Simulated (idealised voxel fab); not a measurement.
process module | voxel wiring stack
FYI the section here is cut, 285 nm wide, cells are 5 nm squares.
Each cross-section below is a grid of square cells, stated as bands in top-down order, with one or more rows of cells making up each band. Top height, bottom height, nm. Materials left to right, width each, nm. Single material + "all across" = fills band edge to edge. "blank" = empty. We count height from 0. Below that, the starting wafer is all one material. The lowest band never ends at the bottom but goes on down; see "0 and below" for how that is written. Width spec "30..40" -> top row of cells at first value, bottom row at second value, equal per-row change in between. Step note "identical to before" = no cross-section cell changed. "Unvented voids" specifies each empty space that is not open to the top and that occupies no fewer than 8 cells, using the form width x height at distance, the distance measured from the left edge and all three quantities in nm. Step line, after settings: the simulator's comment on this step. overlay nm: right-of-plan distance of the mask on a masked step; negative values mean left-of-plan.

### Process steps - plan
1,op RECEIVE | material Si
2,op CONFORMAL_DEP | material SiO2 | thk nm 15
3,op DIRECTIONAL_DEP | material TiN | thk nm 5
4,op DIRECTIONAL_DEP | material Ru | thk nm 15
5,op PATTERN | tone cover | mask id METAL_1 | material resist | width nm 30 | pitch nm 45 | thk nm 15 | overlay nm 0
6,op DIRECTIONAL_ETCH | etch materials Ru | depth nm 15
7,op DIRECTIONAL_ETCH | etch materials TiN | depth nm 5
8,op STRIP | etch materials resist
9,op CONFORMAL_DEP | material SiCN | thk nm 5
10,op FILL_DEP | material SiO2 | thk nm 10
11,op CMP | height nm 35
12,op CONFORMAL_DEP | material SiCN | thk nm 5
13,op DIRECTIONAL_DEP | material lowk | thk nm 20
14,op DIRECTIONAL_DEP | material aC | thk nm 10
15,op PATTERN | tone open | mask id PLUG_1 | material resist | width nm 15 | thk nm 25 | overlay nm 0
16,op DIRECTIONAL_ETCH | etch materials aC | depth nm 10
17,op STRIP | etch materials resist
18,op DIRECTIONAL_ETCH | etch materials lowk | depth nm 20
19,op DIRECTIONAL_ETCH | etch materials SiCN | depth nm 5
20,op STRIP | etch materials aC
21,op CONFORMAL_DEP | material TiN | thk nm 5
22,op FILL_DEP | material W | thk nm 10
23,op CMP | height nm 60
24,op CONFORMAL_DEP | material SiCN | thk nm 5
25,op DIRECTIONAL_DEP | material SiO2 | thk nm 15
26,op MASKED_ETCH | tone open | mask id METAL_2 | width nm 30 | pitch nm 45 | etch materials SiO2 | depth nm 15 | overlay nm 0
27,op MASKED_ETCH | tone open | mask id METAL_2 | width nm 30 | pitch nm 45 | etch materials SiCN | depth nm 5 | overlay nm 0
28,op CONFORMAL_DEP | material TiN | thk nm 5
29,op FILL_DEP | material Cu | thk nm 10
30,op CMP | height nm 80
31,op CONFORMAL_DEP | material SiCN | thk nm 5
32,op DIRECTIONAL_DEP | material lowk | thk nm 10
33,op MASKED_ETCH | tone open | mask id PLUG_2 | width nm 15 | etch materials lowk | depth nm 10 | overlay nm 0
34,op MASKED_ETCH | tone open | mask id PLUG_2 | width nm 15 | etch materials SiCN | depth nm 5 | overlay nm 0
35,op EPI | material Ru | thk nm 10
36,op EPI | material Ru | thk nm 5
37,op CONFORMAL_DEP | material SiN | thk nm 5
38,op DIRECTIONAL_DEP | material SiO2 | thk nm 15
39,op DIRECTIONAL_DEP | material aC | thk nm 15
40,op PATTERN | tone open | mask id METAL_3 | material resist | width nm 30 | pitch nm 45 | thk nm 35 | overlay nm 0
41,op DIRECTIONAL_ETCH | etch materials aC | depth nm 15
42,op STRIP | etch materials resist
43,op DIRECTIONAL_ETCH | etch materials SiO2 | depth nm 15
44,op DIRECTIONAL_ETCH | etch materials SiN | depth nm 5
45,op STRIP | etch materials aC
46,op CONFORMAL_DEP | material TiN | thk nm 5
47,op FILL_DEP | material Ru | thk nm 10
48,op CMP | height nm 115
49,op CONFORMAL_DEP | material SiCN | thk nm 5
50,op DIRECTIONAL_DEP | material lowk | thk nm 30
51,op PATTERN | tone open | mask id METAL_4_HOLES | material resist | width nm 15 | thk nm 20 | overlay nm 0
52,op DIRECTIONAL_ETCH | etch materials lowk | depth nm 30
53,op STRIP | etch materials resist
54,op PATTERN | tone open | mask id METAL_4 | material resist | width nm 30 | pitch nm 45 | thk nm 15 | overlay nm 0
55,op DIRECTIONAL_ETCH | etch materials lowk | depth nm 20
56,op DIRECTIONAL_ETCH | etch materials SiCN | depth nm 5
57,op STRIP | etch materials resist
58,op CONFORMAL_DEP | material TiN | thk nm 5
59,op FILL_DEP | material Cu | thk nm 5
60,op CMP | height nm 150
61,op CONFORMAL_DEP | material SiN | thk nm 5

### The first of two wafers, run as planned

### As received (post step 1): cross-section
0 and below | Si all across
Unvented voids: none

### Cross-section of the wafer subsequent to step 2
15 down to 0 | SiO2 all across
Everything below 0 is unchanged.

### Cross-section of the wafer subsequent to step 3
20 down to 15 | TiN all across
Everything below 15 is unchanged.

### Cross-section of the wafer subsequent to step 4
35 down to 20 | Ru all across
Everything below 20 is unchanged.

### Cross-section of the wafer subsequent to step 5
50 down to 35 | blank: 105, resist: 30, blank: 15, resist: 30, blank: 105
Everything below 35 is unchanged.

### Cross-section of the wafer subsequent to step 6
50 down to 35 | blank: 105, resist: 30, blank: 15, resist: 30, blank: 105
35 down to 20 | blank: 105, Ru: 30, blank: 15, Ru: 30, blank: 105
Everything below 20 is unchanged.

### Cross-section of the wafer subsequent to step 7
50 down to 35 | blank: 105, resist: 30, blank: 15, resist: 30, blank: 105
35 down to 20 | blank: 105, Ru: 30, blank: 15, Ru: 30, blank: 105
20 down to 15 | blank: 105, TiN: 30, blank: 15, TiN: 30, blank: 105
Everything below 15 is unchanged.

### Cross-section of the wafer subsequent to step 8
35 down to 20 | blank: 105, Ru: 30, blank: 15, Ru: 30, blank: 105
Everything below 20 is unchanged.

### Cross-section of the wafer subsequent to step 9
40 down to 35 | blank: 100, SiCN: 40, blank: 5, SiCN: 40, blank: 100
35 down to 20 | blank: 100, SiCN: 5, Ru: 30, SiCN: 5, blank: 5, SiCN: 5, Ru: 30, SiCN: 5, blank: 100
20 down to 15 | SiCN: 105, TiN: 30, SiCN: 15, TiN: 30, SiCN: 105
Everything below 15 is unchanged.

### Cross-section of the wafer subsequent to step 10
50 down to 40 | SiO2 all across
40 down to 35 | SiO2: 100, SiCN: 40, SiO2: 5, SiCN: 40, SiO2: 100
35 down to 20 | SiO2: 100, SiCN: 5, Ru: 30, SiCN: 5, SiO2: 5, SiCN: 5, Ru: 30, SiCN: 5, SiO2: 100
Everything below 20 is unchanged.

### Cross-section of the wafer subsequent to step 11
35 down to 20 | SiO2: 100, SiCN: 5, Ru: 30, SiCN: 5, SiO2: 5, SiCN: 5, Ru: 30, SiCN: 5, SiO2: 100
Everything below 20 is unchanged.

### Cross-section of the wafer subsequent to step 12
40 down to 35 | SiCN all across
Everything below 35 is unchanged.

### Cross-section of the wafer subsequent to step 13
60 down to 40 | lowk all across
Everything below 40 is unchanged.

### Cross-section of the wafer subsequent to step 14
70 down to 60 | aC all across
Everything below 60 is unchanged.

### Cross-section of the wafer subsequent to step 15
95 down to 70 | resist: 105, blank: 15, resist: 165
Everything below 70 is unchanged.

### Cross-section of the wafer subsequent to step 16
85 down to 70 | resist: 105, blank: 15, resist: 165
70 down to 60 | aC: 105, blank: 15, aC: 165
Everything below 60 is unchanged.

### Cross-section of the wafer subsequent to step 17
70 down to 60 | aC: 105, blank: 15, aC: 165
Everything below 60 is unchanged.

### Cross-section of the wafer subsequent to step 18
70 down to 60 | aC: 105, blank: 15, aC: 165
60 down to 40 | lowk: 105, blank: 15, lowk: 165
Everything below 40 is unchanged.

### Cross-section of the wafer subsequent to step 19
70 down to 60 | aC: 105, blank: 15, aC: 165
60 down to 40 | lowk: 105, blank: 15, lowk: 165
40 down to 35 | SiCN: 105, blank: 15, SiCN: 165
Everything below 35 is unchanged.

### Cross-section of the wafer subsequent to step 20
60 down to 40 | lowk: 105, blank: 15, lowk: 165
Everything below 40 is unchanged.

### Cross-section of the wafer subsequent to step 21
65 down to 60 | TiN: 110, blank: 5, TiN: 170
60 down to 40 | lowk: 105, TiN: 5, blank: 5, TiN: 5, lowk: 165
40 down to 35 | SiCN: 105, TiN: 15, SiCN: 165
Everything below 35 is unchanged.

### Cross-section of the wafer subsequent to step 22
75 down to 65 | W all across
65 down to 60 | TiN: 110, W: 5, TiN: 170
60 down to 40 | lowk: 105, TiN: 5, W: 5, TiN: 5, lowk: 165
Everything below 40 is unchanged.

### Cross-section of the wafer subsequent to step 23
60 down to 40 | lowk: 105, TiN: 5, W: 5, TiN: 5, lowk: 165
Everything below 40 is unchanged.

### Cross-section of the wafer subsequent to step 24
65 down to 60 | SiCN all across
Everything below 60 is unchanged.

### Cross-section of the wafer subsequent to step 25
80 down to 65 | SiO2 all across
Everything below 65 is unchanged.

### Cross-section of the wafer subsequent to step 26
80 down to 65 | SiO2: 105, blank: 30, SiO2: 15, blank: 30, SiO2: 105
Everything below 65 is unchanged.

### Cross-section of the wafer subsequent to step 27
80 down to 65 | SiO2: 105, blank: 30, SiO2: 15, blank: 30, SiO2: 105
65 down to 60 | SiCN: 105, blank: 30, SiCN: 15, blank: 30, SiCN: 105
Everything below 60 is unchanged.

### Cross-section of the wafer subsequent to step 28
85 down to 80 | TiN: 110, blank: 20, TiN: 25, blank: 20, TiN: 110
80 down to 65 | SiO2: 105, TiN: 5, blank: 20, TiN: 5, SiO2: 15, TiN: 5, blank: 20, TiN: 5, SiO2: 105
65 down to 60 | SiCN: 105, TiN: 30, SiCN: 15, TiN: 30, SiCN: 105
Everything below 60 is unchanged.

### Cross-section of the wafer subsequent to step 29
95 down to 85 | Cu all across
85 down to 80 | TiN: 110, Cu: 20, TiN: 25, Cu: 20, TiN: 110
80 down to 65 | SiO2: 105, TiN: 5, Cu: 20, TiN: 5, SiO2: 15, TiN: 5, Cu: 20, TiN: 5, SiO2: 105
Everything below 65 is unchanged.

### Cross-section of the wafer subsequent to step 30
80 down to 65 | SiO2: 105, TiN: 5, Cu: 20, TiN: 5, SiO2: 15, TiN: 5, Cu: 20, TiN: 5, SiO2: 105
Everything below 65 is unchanged.

### Cross-section of the wafer subsequent to step 31
85 down to 80 | SiCN all across
Everything below 80 is unchanged.

### Cross-section of the wafer subsequent to step 32
95 down to 85 | lowk all across
Everything below 85 is unchanged.

### Cross-section of the wafer subsequent to step 33
95 down to 85 | lowk: 105, blank: 15, lowk: 165
Everything below 85 is unchanged.

### Cross-section of the wafer subsequent to step 34
95 down to 85 | lowk: 105, blank: 15, lowk: 165
85 down to 80 | SiCN: 105, blank: 15, SiCN: 165
Everything below 80 is unchanged.

### Cross-section of the wafer subsequent to step 35
95 down to 90 | lowk: 105, blank: 15, lowk: 165
90 down to 85 | lowk: 105, Ru: 15, lowk: 165
85 down to 80 | SiCN: 105, Ru: 15, SiCN: 165
Everything below 80 is unchanged.

### Cross-section of the wafer subsequent to step 36
95 down to 85 | lowk: 105, Ru: 15, lowk: 165
Everything below 85 is unchanged.

### Cross-section of the wafer subsequent to step 37
100 down to 95 | SiN all across
Everything below 95 is unchanged.

### Cross-section of the wafer subsequent to step 38
115 down to 100 | SiO2 all across
Everything below 100 is unchanged.

### Cross-section of the wafer subsequent to step 39
130 down to 115 | aC all across
Everything below 115 is unchanged.

### Cross-section of the wafer subsequent to step 40
165 down to 130 | resist: 105, blank: 30, resist: 15, blank: 30, resist: 105
Everything below 130 is unchanged.

### Cross-section of the wafer subsequent to step 41
150 down to 130 | resist: 105, blank: 30, resist: 15, blank: 30, resist: 105
130 down to 115 | aC: 105, blank: 30, aC: 15, blank: 30, aC: 105
Everything below 115 is unchanged.

### Cross-section of the wafer subsequent to step 42
130 down to 115 | aC: 105, blank: 30, aC: 15, blank: 30, aC: 105
Everything below 115 is unchanged.

### Cross-section of the wafer subsequent to step 43
130 down to 115 | aC: 105, blank: 30, aC: 15, blank: 30, aC: 105
115 down to 100 | SiO2: 105, blank: 30, SiO2: 15, blank: 30, SiO2: 105
Everything below 100 is unchanged.

### Cross-section of the wafer subsequent to step 44
130 down to 115 | aC: 105, blank: 30, aC: 15, blank: 30, aC: 105
115 down to 100 | SiO2: 105, blank: 30, SiO2: 15, blank: 30, SiO2: 105
100 down to 95 | SiN: 105, blank: 30, SiN: 15, blank: 30, SiN: 105
Everything below 95 is unchanged.

### Cross-section of the wafer subsequent to step 45
115 down to 100 | SiO2: 105, blank: 30, SiO2: 15, blank: 30, SiO2: 105
Everything below 100 is unchanged.

### Cross-section of the wafer subsequent to step 46
120 down to 115 | TiN: 110, blank: 20, TiN: 25, blank: 20, TiN: 110
115 down to 100 | SiO2: 105, TiN: 5, blank: 20, TiN: 5, SiO2: 15, TiN: 5, blank: 20, TiN: 5, SiO2: 105
100 down to 95 | SiN: 105, TiN: 30, SiN: 15, TiN: 30, SiN: 105
Everything below 95 is unchanged.

### Cross-section of the wafer subsequent to step 47
130 down to 120 | Ru all across
120 down to 115 | TiN: 110, Ru: 20, TiN: 25, Ru: 20, TiN: 110
115 down to 100 | SiO2: 105, TiN: 5, Ru: 20, TiN: 5, SiO2: 15, TiN: 5, Ru: 20, TiN: 5, SiO2: 105
Everything below 100 is unchanged.

### Cross-section of the wafer subsequent to step 48
115 down to 100 | SiO2: 105, TiN: 5, Ru: 20, TiN: 5, SiO2: 15, TiN: 5, Ru: 20, TiN: 5, SiO2: 105
Everything below 100 is unchanged.

### Cross-section of the wafer subsequent to step 49
120 down to 115 | SiCN all across
Everything below 115 is unchanged.

### Cross-section of the wafer subsequent to step 50
150 down to 120 | lowk all across
Everything below 120 is unchanged.

### Cross-section of the wafer subsequent to step 51
170 down to 150 | resist: 105, blank: 15, resist: 165
Everything below 150 is unchanged.

### Cross-section of the wafer subsequent to step 52
170 down to 150 | resist: 105, blank: 15, resist: 165
150 down to 120 | lowk: 105, blank: 15, lowk: 165
Everything below 120 is unchanged.

### Cross-section of the wafer subsequent to step 53
150 down to 120 | lowk: 105, blank: 15, lowk: 165
Everything below 120 is unchanged.

### Cross-section of the wafer subsequent to step 54
165 down to 150 | resist: 105, blank: 30, resist: 15, blank: 30, resist: 105
Everything below 150 is unchanged.

### Cross-section of the wafer subsequent to step 55
165 down to 150 | resist: 105, blank: 30, resist: 15, blank: 30, resist: 105
150 down to 130 | lowk: 105, blank: 30, lowk: 15, blank: 30, lowk: 105
Everything below 130 is unchanged.

### Cross-section of the wafer subsequent to step 56
165 down to 150 | resist: 105, blank: 30, resist: 15, blank: 30, resist: 105
150 down to 130 | lowk: 105, blank: 30, lowk: 15, blank: 30, lowk: 105
130 down to 120 | lowk: 105, blank: 15, lowk: 165
120 down to 115 | SiCN: 105, blank: 15, SiCN: 165
Everything below 115 is unchanged.

### Cross-section of the wafer subsequent to step 57
150 down to 130 | lowk: 105, blank: 30, lowk: 15, blank: 30, lowk: 105
Everything below 130 is unchanged.

### Cross-section of the wafer subsequent to step 58
155 down to 150 | TiN: 110, blank: 20, TiN: 25, blank: 20, TiN: 110
150 down to 135 | lowk: 105, TiN: 5, blank: 20, TiN: 5, lowk: 15, TiN: 5, blank: 20, TiN: 5, lowk: 105
135 down to 130 | lowk: 105, TiN: 5, blank: 5, TiN: 20, lowk: 15, TiN: 30, lowk: 105
130 down to 120 | lowk: 105, TiN: 5, blank: 5, TiN: 5, lowk: 165
120 down to 115 | SiCN: 105, TiN: 15, SiCN: 165
Everything below 115 is unchanged.

### Cross-section of the wafer subsequent to step 59
160 down to 155 | Cu all across
155 down to 150 | TiN: 110, Cu: 20, TiN: 25, Cu: 20, TiN: 110
150 down to 135 | lowk: 105, TiN: 5, Cu: 20, TiN: 5, lowk: 15, TiN: 5, Cu: 20, TiN: 5, lowk: 105
135 down to 130 | lowk: 105, TiN: 5, Cu: 5, TiN: 20, lowk: 15, TiN: 30, lowk: 105
130 down to 120 | lowk: 105, TiN: 5, Cu: 5, TiN: 5, lowk: 165
Everything below 120 is unchanged.

### Cross-section of the wafer subsequent to step 60
150 down to 135 | lowk: 105, TiN: 5, Cu: 20, TiN: 5, lowk: 15, TiN: 5, Cu: 20, TiN: 5, lowk: 105
Everything below 135 is unchanged.

### Cross-section of the wafer subsequent to step 61
155 down to 150 | SiN all across
Everything below 150 is unchanged.

### Second of two: same start, same plan, one run error; steps up to and including 31 match the first

Second wafer, section view, time point: scheduled end of step 32: identical to before

Second wafer, section view, time point: scheduled end of step 33: identical to before

### Second wafer, section view, time point: scheduled end of step 34
85 down to 80 | SiCN: 105, blank: 15, SiCN: 165
Everything below 80 is unchanged.

### Second wafer, section view, time point: scheduled end of step 35
90 down to 85 | blank: 100, Ru: 25, blank: 160
85 down to 80 | SiCN: 105, Ru: 15, SiCN: 165
Everything below 80 is unchanged.

### Second wafer, section view, time point: scheduled end of step 36
95 down to 85 | blank: 95, Ru: 35, blank: 155
Everything below 85 is unchanged.

### Second wafer, section view, time point: scheduled end of step 37
100 down to 95 | blank: 90, SiN: 45, blank: 150
95 down to 90 | blank: 90, SiN: 5, Ru: 35, SiN: 5, blank: 150
90 down to 85 | SiN: 95, Ru: 35, SiN: 155
Everything below 85 is unchanged.

### Second wafer, section view, time point: scheduled end of step 38
115 down to 105 | blank: 90, SiO2: 45, blank: 150
105 down to 100 | SiO2 all across
100 down to 95 | SiO2: 90, SiN: 45, SiO2: 150
95 down to 90 | SiO2: 90, SiN: 5, Ru: 35, SiN: 5, SiO2: 150
Everything below 90 is unchanged.

### Second wafer, section view, time point: scheduled end of step 39
130 down to 120 | blank: 90, aC: 45, blank: 150
120 down to 115 | aC all across
115 down to 105 | aC: 90, SiO2: 45, aC: 150
Everything below 105 is unchanged.

### Second wafer, section view, time point: scheduled end of step 40
165 down to 130 | resist: 105, blank: 30, resist: 15, blank: 30, resist: 105
130 down to 120 | resist: 90, aC: 45, resist: 15, blank: 30, resist: 105
Everything below 120 is unchanged.

### Second wafer, section view, time point: scheduled end of step 41
150 down to 130 | resist: 105, blank: 30, resist: 15, blank: 30, resist: 105
130 down to 120 | resist: 90, aC: 15, blank: 30, resist: 15, blank: 30, resist: 105
120 down to 115 | aC: 105, blank: 30, aC: 15, blank: 30, aC: 105
115 down to 105 | aC: 90, SiO2: 45, aC: 15, blank: 30, aC: 105
Everything below 105 is unchanged.

### Second wafer, section view, time point: scheduled end of step 42
130 down to 120 | blank: 90, aC: 15, blank: 180
Everything below 120 is unchanged.

### Second wafer, section view, time point: scheduled end of step 43
130 down to 120 | blank: 90, aC: 15, blank: 180
120 down to 115 | aC: 105, blank: 30, aC: 15, blank: 30, aC: 105
115 down to 105 | aC: 90, SiO2: 15, blank: 30, aC: 15, blank: 30, aC: 105
105 down to 100 | SiO2: 105, blank: 30, SiO2: 15, blank: 30, SiO2: 105
100 down to 95 | SiO2: 90, SiN: 45, SiO2: 15, blank: 30, SiO2: 105
95 down to 90 | SiO2: 90, SiN: 5, Ru: 35, SiN: 5, SiO2: 15, blank: 30, SiO2: 105
Everything below 90 is unchanged.

### Second wafer, section view, time point: scheduled end of step 44
130 down to 120 | blank: 90, aC: 15, blank: 180
120 down to 115 | aC: 105, blank: 30, aC: 15, blank: 30, aC: 105
115 down to 105 | aC: 90, SiO2: 15, blank: 30, aC: 15, blank: 30, aC: 105
105 down to 100 | SiO2: 105, blank: 30, SiO2: 15, blank: 30, SiO2: 105
100 down to 95 | SiO2: 90, SiN: 15, blank: 30, SiO2: 15, blank: 30, SiO2: 105
95 down to 90 | SiO2: 90, SiN: 5, Ru: 35, SiN: 5, SiO2: 15, blank: 30, SiO2: 105
90 down to 85 | SiN: 95, Ru: 35, SiN: 20, blank: 30, SiN: 105
Everything below 85 is unchanged.

### Second wafer, section view, time point: scheduled end of step 45
115 down to 105 | blank: 90, SiO2: 15, blank: 180
Everything below 105 is unchanged.

### Second wafer, section view, time point: scheduled end of step 46
120 down to 115 | blank: 85, TiN: 25, blank: 175
115 down to 110 | blank: 85, TiN: 5, SiO2: 15, TiN: 5, blank: 175
110 down to 105 | TiN: 90, SiO2: 15, TiN: 5, blank: 20, TiN: 25, blank: 20, TiN: 110
105 down to 100 | SiO2: 105, TiN: 5, blank: 20, TiN: 5, SiO2: 15, TiN: 5, blank: 20, TiN: 5, SiO2: 105
100 down to 95 | SiO2: 90, SiN: 15, TiN: 30, SiO2: 15, TiN: 5, blank: 20, TiN: 5, SiO2: 105
95 down to 90 | SiO2: 90, SiN: 5, Ru: 35, SiN: 5, SiO2: 15, TiN: 5, blank: 20, TiN: 5, SiO2: 105
90 down to 85 | SiN: 95, Ru: 35, SiN: 20, TiN: 30, SiN: 105
Everything below 85 is unchanged.

### Second wafer, section view, time point: scheduled end of step 47
130 down to 120 | Ru all across
120 down to 115 | Ru: 85, TiN: 25, Ru: 175
115 down to 110 | Ru: 85, TiN: 5, SiO2: 15, TiN: 5, Ru: 175
110 down to 105 | TiN: 90, SiO2: 15, TiN: 5, Ru: 20, TiN: 25, Ru: 20, TiN: 110
105 down to 100 | SiO2: 105, TiN: 5, Ru: 20, TiN: 5, SiO2: 15, TiN: 5, Ru: 20, TiN: 5, SiO2: 105
100 down to 95 | SiO2: 90, SiN: 15, TiN: 30, SiO2: 15, TiN: 5, Ru: 20, TiN: 5, SiO2: 105
95 down to 90 | SiO2: 90, SiN: 5, Ru: 35, SiN: 5, SiO2: 15, TiN: 5, Ru: 20, TiN: 5, SiO2: 105
Everything below 90 is unchanged.

### Second wafer, section view, time point: scheduled end of step 48
115 down to 110 | Ru: 85, TiN: 5, SiO2: 15, TiN: 5, Ru: 175
Everything below 110 is unchanged.

### Second wafer, section view, time point: scheduled end of step 49
120 down to 115 | SiCN all across
Everything below 115 is unchanged.

### Second wafer, section view, time point: scheduled end of step 50
150 down to 120 | lowk all across
Everything below 120 is unchanged.

### Second wafer, section view, time point: scheduled end of step 51
170 down to 150 | resist: 105, blank: 15, resist: 165
Everything below 150 is unchanged.

### Second wafer, section view, time point: scheduled end of step 52
170 down to 150 | resist: 105, blank: 15, resist: 165
150 down to 120 | lowk: 105, blank: 15, lowk: 165
Everything below 120 is unchanged.

### Second wafer, section view, time point: scheduled end of step 53
150 down to 120 | lowk: 105, blank: 15, lowk: 165
Everything below 120 is unchanged.

### Second wafer, section view, time point: scheduled end of step 54
165 down to 150 | resist: 105, blank: 30, resist: 15, blank: 30, resist: 105
Everything below 150 is unchanged.

### Second wafer, section view, time point: scheduled end of step 55
165 down to 150 | resist: 105, blank: 30, resist: 15, blank: 30, resist: 105
150 down to 130 | lowk: 105, blank: 30, lowk: 15, blank: 30, lowk: 105
Everything below 130 is unchanged.

### Second wafer, section view, time point: scheduled end of step 56
165 down to 150 | resist: 105, blank: 30, resist: 15, blank: 30, resist: 105
150 down to 130 | lowk: 105, blank: 30, lowk: 15, blank: 30, lowk: 105
130 down to 120 | lowk: 105, blank: 15, lowk: 165
120 down to 115 | SiCN: 105, blank: 15, SiCN: 165
Everything below 115 is unchanged.

### Second wafer, section view, time point: scheduled end of step 57
150 down to 130 | lowk: 105, blank: 30, lowk: 15, blank: 30, lowk: 105
Everything below 130 is unchanged.

### Second wafer, section view, time point: scheduled end of step 58
155 down to 150 | TiN: 110, blank: 20, TiN: 25, blank: 20, TiN: 110
150 down to 135 | lowk: 105, TiN: 5, blank: 20, TiN: 5, lowk: 15, TiN: 5, blank: 20, TiN: 5, lowk: 105
135 down to 130 | lowk: 105, TiN: 5, blank: 5, TiN: 20, lowk: 15, TiN: 30, lowk: 105
130 down to 120 | lowk: 105, TiN: 5, blank: 5, TiN: 5, lowk: 165
120 down to 115 | SiCN: 105, TiN: 15, SiCN: 165
Everything below 115 is unchanged.

### Second wafer, section view, time point: scheduled end of step 59
160 down to 155 | Cu all across
155 down to 150 | TiN: 110, Cu: 20, TiN: 25, Cu: 20, TiN: 110
150 down to 135 | lowk: 105, TiN: 5, Cu: 20, TiN: 5, lowk: 15, TiN: 5, Cu: 20, TiN: 5, lowk: 105
135 down to 130 | lowk: 105, TiN: 5, Cu: 5, TiN: 20, lowk: 15, TiN: 30, lowk: 105
130 down to 120 | lowk: 105, TiN: 5, Cu: 5, TiN: 5, lowk: 165
Everything below 120 is unchanged.

### Second wafer, section view, time point: scheduled end of step 60
150 down to 135 | lowk: 105, TiN: 5, Cu: 20, TiN: 5, lowk: 15, TiN: 5, Cu: 20, TiN: 5, lowk: 105
Everything below 135 is unchanged.

### Second wafer, section view, time point: scheduled end of step 61
155 down to 150 | SiN all across
Everything below 150 is unchanged.
What went wrong in running the wafer? step 32 of the plan never got run, it was skipped over
Cell-count delta at end, second wafer over first, by material: Ru: 60 more; SiN: 4 more; TiN: 44 more; lowk: 108 fewer
